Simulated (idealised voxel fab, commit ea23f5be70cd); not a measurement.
Proc. module: voxel capacitor over wiring
This is section cut - it's 235 nm across, gridded in 5 nm square cells.
Cross-section = grid of square cells, listed top down in bands; band = one or more rows.
Within each band entry, the heights of the top and of the bottom of the band appear first, in that order and in nm; the materials of the band then follow from left to right, each with its corresponding width in nm. The designation "edge to edge" on a single material indicates that it fills the band from edge to edge; the designation "air" indicates empty space.
A quick word on heights: they are counted from 0, and under that level the wafer as it came to us is one material throughout. The lowest band is different from the rest in having no bottom; it simply continues downward, written as in "0..down".
A width given as "30->40" starts at the first number in the band's top row and ends at the second number in its bottom row, shifting by an equal amount at every step from row to row.
The designation "no alterations made", where it is given for a processing step, indicates that no cell of the cross-section was altered in the course of that step.
"Trapped cavities" - sealed voids, min. 8 cells, no opening to top; format: width x height at distance (distance from left edge; nm throughout).
On a step's line, text after the settings is the simulator commenting on that step.
The "overlay nm" setting may appear on a step's line; for a step that uses a mask, it gives how far to the right of its planned position the mask lay, and a negative value indicates the left.
Quick note on how to read the rest: it's all pairs. You get the cross-section before a process step and the one after, but the after one only goes down as far as the lowest band that changed. The step in between, with its settings, sits under the pair. Heads up, the pairs can come from different runs of this module on the same starting wafer, so don't assume a pair picks up from the one above unless its "State before step" entry says it does.

State before step
90..80 | air=65; TiN=75; air=95
80..75 | air=65; Al2O3=75; air=95
75..65 | TiN edge to edge
65..45 | SiO2=65; Ru=15; SiO2=155
45..40 | SiCN=65; Ru=15; SiCN=155
40..20 | lowk=50; Al2O3=5; W=25; Al2O3=5; lowk=60; Al2O3=5; W=25; Al2O3=5; lowk=55
20..15 | Al2O3=55; TiN=25; Al2O3=70; TiN=25; Al2O3=60
15..0 | SiO2 edge to edge
0..down | Si edge to edge
Trapped cavities: none

Resulting Cross-Section
90..80 | air=65; TiN=75; air=95
80..75 | air=65; Al2O3=75; air=95
75..65 | air=60; TiN=85; air=90
Everything under 65 stays put, no change at all.
Trapped cavities: none
Applied between the two views above: op MASKED_ETCH | tone cover | mask id LOWER_PLATE | width nm 85 | etch materials TiN | depth nm 10 | overlay nm 0

State before step: taken from the pair above, after panel.

Resulting Cross-Section
105..90 | SiO2 edge to edge
90..80 | SiO2=65; TiN=75; SiO2=95
80..75 | SiO2=65; Al2O3=75; SiO2=95
75..65 | SiO2=60; TiN=85; SiO2=90
Everything under 65 stays put, no change at all.
Trapped cavities: none
Applied between the two views above: op FILL_DEP | material SiO2 | thk nm 15

State before step: taken from the pair above, after panel.

Resulting Cross-Section
100..90 | SiO2 edge to edge
Everything under 90 stays put, no change at all.
Trapped cavities: none
Applied between the two views above: op CMP | height nm 100

State before step: taken from the pair above, after panel.

Resulting Cross-Section
110..100 | aC edge to edge
Everything under 100 stays put, no change at all.
Trapped cavities: none
Applied between the two views above: op DIRECTIONAL_DEP | material aC | thk nm 10

State before step: taken from the pair above, after panel.

Resulting Cross-Section
135..110 | resist=75; air=15; resist=145
Everything under 110 stays put, no change at all.
Trapped cavities: none
Applied between the two views above: op PATTERN | tone open | mask id PLUG_2 | material resist | width nm 15 | thk nm 25 | overlay nm 0

State before step: taken from the pair above, after panel.

Resulting Cross-Section
125..110 | resist=75; air=15; resist=145
110..100 | aC=75; air=15; aC=145
Everything under 100 stays put, no change at all.
Trapped cavities: none
Applied between the two views above: op DIRECTIONAL_ETCH | etch materials aC | depth nm 10

State before step: taken from the pair above, after panel.

Resulting Cross-Section
110..100 | aC=75; air=15; aC=145
Everything under 100 stays put, no change at all.
Trapped cavities: none
Applied between the two views above: op STRIP | etch materials resist

State before step: taken from the pair above, after panel.

Resulting Cross-Section
110..100 | aC=75; air=15; aC=145
100..90 | SiO2=75; air=15; SiO2=145
Everything under 90 stays put, no change at all.
Trapped cavities: none
Applied between the two views above: op DIRECTIONAL_ETCH | etch materials SiO2 | depth nm 10

State before step: taken from the pair above, after panel.

Resulting Cross-Section
100..90 | SiO2=75; air=15; SiO2=145
Everything under 90 stays put, no change at all.
Trapped cavities: none
Applied between the two views above: op STRIP | etch materials aC

State before step: taken from the pair above, after panel.

Resulting Cross-Section
105..100 | TiN=80; air=5; TiN=150
100..95 | SiO2=75; TiN=5; air=5; TiN=5; SiO2=145
95..90 | SiO2=75; TiN=15; SiO2=145
Everything under 90 stays put, no change at all.
Trapped cavities: none
Applied between the two views above: op CONFORMAL_DEP | material TiN | thk nm 5

State before step: taken from the pair above, after panel.

Resulting Cross-Section
115..105 | Ru edge to edge
105..100 | TiN=80; Ru=5; TiN=150
100..95 | SiO2=75; TiN=5; Ru=5; TiN=5; SiO2=145
Everything under 95 stays put, no change at all.
Trapped cavities: none
Applied between the two views above: op FILL_DEP | material Ru | thk nm 10

State before step: taken from the pair above, after panel.

Resulting Cross-Section
100..95 | SiO2=75; TiN=5; Ru=5; TiN=5; SiO2=145
Everything under 95 stays put, no change at all.
Trapped cavities: none
Applied between the two views above: op CMP | height nm 100

State before step: taken from the pair above, after panel.

Resulting Cross-Section
105..100 | SiN edge to edge
Everything under 100 stays put, no change at all.
Trapped cavities: none
Applied between the two views above: op CONFORMAL_DEP | material SiN | thk nm 5

State before step
65..45 | SiO2 edge to edge
45..40 | SiCN edge to edge
40..20 | lowk=50; SiN=5; W=25; SiN=5; lowk=60; SiN=5; W=25; SiN=5; lowk=55
20..15 | SiN=55; TiN=25; SiN=70; TiN=25; SiN=60
15..0 | SiO2 edge to edge
0..down | Si edge to edge
Trapped cavities: none

Resulting Cross-Section
65..45 | air=65; SiO2=15; air=155
Everything under 45 stays put, no change at all.
Trapped cavities: none
Applied between the two views above: op MASKED_ETCH | tone cover | mask id PLUG_1 | width nm 15 | etch materials SiO2 | depth nm 20 | overlay nm 0

State before step: taken from the pair above, after panel.

Resulting Cross-Section
75..65 | air=65; TiN=15; air=155
65..55 | air=65; SiO2=15; air=155
55..45 | TiN=65; SiO2=15; TiN=155
Everything under 45 stays put, no change at all.
Trapped cavities: none
Applied between the two views above: op DIRECTIONAL_DEP | material TiN | thk nm 10

State before step: taken from the pair above, after panel.

Resulting Cross-Section
80..75 | air=65; Al2O3=15; air=155
75..65 | air=65; TiN=15; air=155
65..60 | air=65; SiO2=15; air=155
60..55 | Al2O3=65; SiO2=15; Al2O3=155
Everything under 55 stays put, no change at all.
Trapped cavities: none
Applied between the two views above: op DIRECTIONAL_DEP | material Al2O3 | thk nm 5

State before step: taken from the pair above, after panel.

Resulting Cross-Section
90..80 | air=65; TiN=15; air=155
80..75 | air=65; Al2O3=15; air=155
75..70 | air=65; TiN=15; air=155
70..65 | TiN edge to edge
65..60 | TiN=65; SiO2=15; TiN=155
Everything under 60 stays put, no change at all.
Trapped cavities: none
Applied between the two views above: op DIRECTIONAL_DEP | material TiN | thk nm 10

State before step: taken from the pair above, after panel.

Resulting Cross-Section
105..90 | air=65; aC=15; air=155
90..85 | air=65; TiN=15; air=155
85..80 | aC=65; TiN=15; aC=155
80..75 | aC=65; Al2O3=15; aC=155
75..70 | aC=65; TiN=15; aC=155
Everything under 70 stays put, no change at all.
Trapped cavities: none
Applied between the two views above: op DIRECTIONAL_DEP | material aC | thk nm 15

State before step: taken from the pair above, after panel.

Resulting Cross-Section
140..105 | air=65; resist=75; air=95
105..90 | air=65; aC=15; resist=60; air=95
90..85 | air=65; TiN=15; resist=60; air=95
Everything under 85 stays put, no change at all.
Trapped cavities: none
Applied between the two views above: op PATTERN | tone cover | mask id UPPER_PLATE | material resist | width nm 75 | thk nm 35 | overlay nm 0

State before step: taken from the pair above, after panel.

Resulting Cross-Section
125..105 | air=65; resist=75; air=95
105..90 | air=65; aC=15; resist=60; air=95
90..85 | air=65; TiN=15; resist=60; air=95
85..80 | air=65; TiN=15; aC=60; air=95
80..75 | air=65; Al2O3=15; aC=60; air=95
75..70 | air=65; TiN=15; aC=60; air=95
Everything under 70 stays put, no change at all.
Trapped cavities: none
Applied between the two views above: op DIRECTIONAL_ETCH | etch materials aC | depth nm 15

State before step: taken from the pair above, after panel.

Resulting Cross-Section
105..90 | air=65; aC=15; air=155
90..85 | air=65; TiN=15; air=155
Everything under 85 stays put, no change at all.
Trapped cavities: none
Applied between the two views above: op STRIP | etch materials resist

State before step: taken from the pair above, after panel.

Resulting Cross-Section
105..90 | air=65; aC=15; air=155
90..85 | air=65; TiN=15; air=155
85..80 | air=65; TiN=15; aC=60; air=95
80..75 | air=65; Al2O3=15; aC=60; air=95
75..70 | air=65; TiN=15; aC=60; air=95
70..65 | air=65; TiN=75; air=95
65..60 | air=65; SiO2=15; TiN=60; air=95
Everything under 60 stays put, no change at all.
Trapped cavities: none
Applied between the two views above: op DIRECTIONAL_ETCH | etch materials TiN | depth nm 10

State before step: taken from the pair above, after panel.

Resulting Cross-Section
105..90 | air=65; aC=15; air=155
90..85 | air=65; TiN=15; air=155
85..80 | air=65; TiN=15; aC=60; air=95
80..75 | air=65; Al2O3=15; aC=60; air=95
75..70 | air=65; TiN=15; aC=60; air=95
70..65 | air=65; TiN=75; air=95
65..60 | air=65; SiO2=15; TiN=60; air=95
60..55 | air=65; SiO2=15; Al2O3=60; air=95
Everything under 55 stays put, no change at all.
Trapped cavities: none
Applied between the two views above: op DIRECTIONAL_ETCH | etch materials Al2O3 | depth nm 5

State before step: taken from the pair above, after panel.

Resulting Cross-Section
90..80 | air=65; TiN=15; air=155
80..75 | air=65; Al2O3=15; air=155
75..65 | air=65; TiN=15->75; air=155->95
Everything under 65 stays put, no change at all.
Trapped cavities: none
Applied between the two views above: op STRIP | etch materials aC

State before step: taken from the pair above, after panel.

Resulting Cross-Section
90..80 | air=65; TiN=15; air=155
80..75 | air=65; Al2O3=15; air=155
75..65 | air=65; TiN=15->75; air=155->95
65..60 | air=65; SiO2=15; TiN=60; air=95
60..55 | air=65; SiO2=15; Al2O3=60; air=95
55..45 | air=60; TiN=5; SiO2=15; TiN=65; air=90
Everything under 45 stays put, no change at all.
Trapped cavities: none
Applied between the two views above: op MASKED_ETCH | tone cover | mask id LOWER_PLATE | width nm 85 | etch materials TiN | depth nm 10 | overlay nm 0

State before step: taken from the pair above, after panel.

Resulting Cross-Section
105..90 | SiO2 edge to edge
90..80 | SiO2=65; TiN=15; SiO2=155
80..75 | SiO2=65; Al2O3=15; SiO2=155
75..65 | SiO2=65; TiN=15->75; SiO2=155->95
65..60 | SiO2=80; TiN=60; SiO2=95
60..55 | SiO2=80; Al2O3=60; SiO2=95
55..45 | SiO2=60; TiN=5; SiO2=15; TiN=65; SiO2=90
Everything under 45 stays put, no change at all.
Trapped cavities: none
Applied between the two views above: op FILL_DEP | material SiO2 | thk nm 15

State before step: taken from the pair above, after panel.

Resulting Cross-Section
100..90 | SiO2 edge to edge
Everything under 90 stays put, no change at all.
Trapped cavities: none
Applied between the two views above: op CMP | height nm 100

State before step: taken from the pair above, after panel.

Resulting Cross-Section
110..100 | aC edge to edge
Everything under 100 stays put, no change at all.
Trapped cavities: none
Applied between the two views above: op DIRECTIONAL_DEP | material aC | thk nm 10

State before step: taken from the pair above, after panel.

Resulting Cross-Section
135..110 | resist=75; air=15; resist=145
Everything under 110 stays put, no change at all.
Trapped cavities: none
Applied between the two views above: op PATTERN | tone open | mask id PLUG_2 | material resist | width nm 15 | thk nm 25 | overlay nm 0

State before step: taken from the pair above, after panel.

Resulting Cross-Section
125..110 | resist=75; air=15; resist=145
110..100 | aC=75; air=15; aC=145
Everything under 100 stays put, no change at all.
Trapped cavities: none
Applied between the two views above: op DIRECTIONAL_ETCH | etch materials aC | depth nm 10

State before step: taken from the pair above, after panel.

Resulting Cross-Section
110..100 | aC=75; air=15; aC=145
Everything under 100 stays put, no change at all.
Trapped cavities: none
Applied between the two views above: op STRIP | etch materials resist

State before step: taken from the pair above, after panel.

Resulting Cross-Section
110..100 | aC=75; air=15; aC=145
100..90 | SiO2=75; air=15; SiO2=145
Everything under 90 stays put, no change at all.
Trapped cavities: none
Applied between the two views above: op DIRECTIONAL_ETCH | etch materials SiO2 | depth nm 10

State before step: taken from the pair above, after panel.

Resulting Cross-Section
100..90 | SiO2=75; air=15; SiO2=145
Everything under 90 stays put, no change at all.
Trapped cavities: none
Applied between the two views above: op STRIP | etch materials aC

State before step: taken from the pair above, after panel.

Resulting Cross-Section
105..100 | TiN=80; air=5; TiN=150
100..95 | SiO2=75; TiN=5; air=5; TiN=5; SiO2=145
95..90 | SiO2=75; TiN=15; SiO2=145
Everything under 90 stays put, no change at all.
Trapped cavities: none
Applied between the two views above: op CONFORMAL_DEP | material TiN | thk nm 5

State before step: taken from the pair above, after panel.

Resulting Cross-Section
115..105 | Ru edge to edge
105..100 | TiN=80; Ru=5; TiN=150
100..95 | SiO2=75; TiN=5; Ru=5; TiN=5; SiO2=145
Everything under 95 stays put, no change at all.
Trapped cavities: none
Applied between the two views above: op FILL_DEP | material Ru | thk nm 10

State before step: taken from the pair above, after panel.

Resulting Cross-Section
100..95 | SiO2=75; TiN=5; Ru=5; TiN=5; SiO2=145
Everything under 95 stays put, no change at all.
Trapped cavities: none
Applied between the two views above: op CMP | height nm 100

State before step: taken from the pair above, after panel.

Resulting Cross-Section
105..100 | SiN edge to edge
Everything under 100 stays put, no change at all.
Trapped cavities: none
Applied between the two views above: op CONFORMAL_DEP | material SiN | thk nm 5
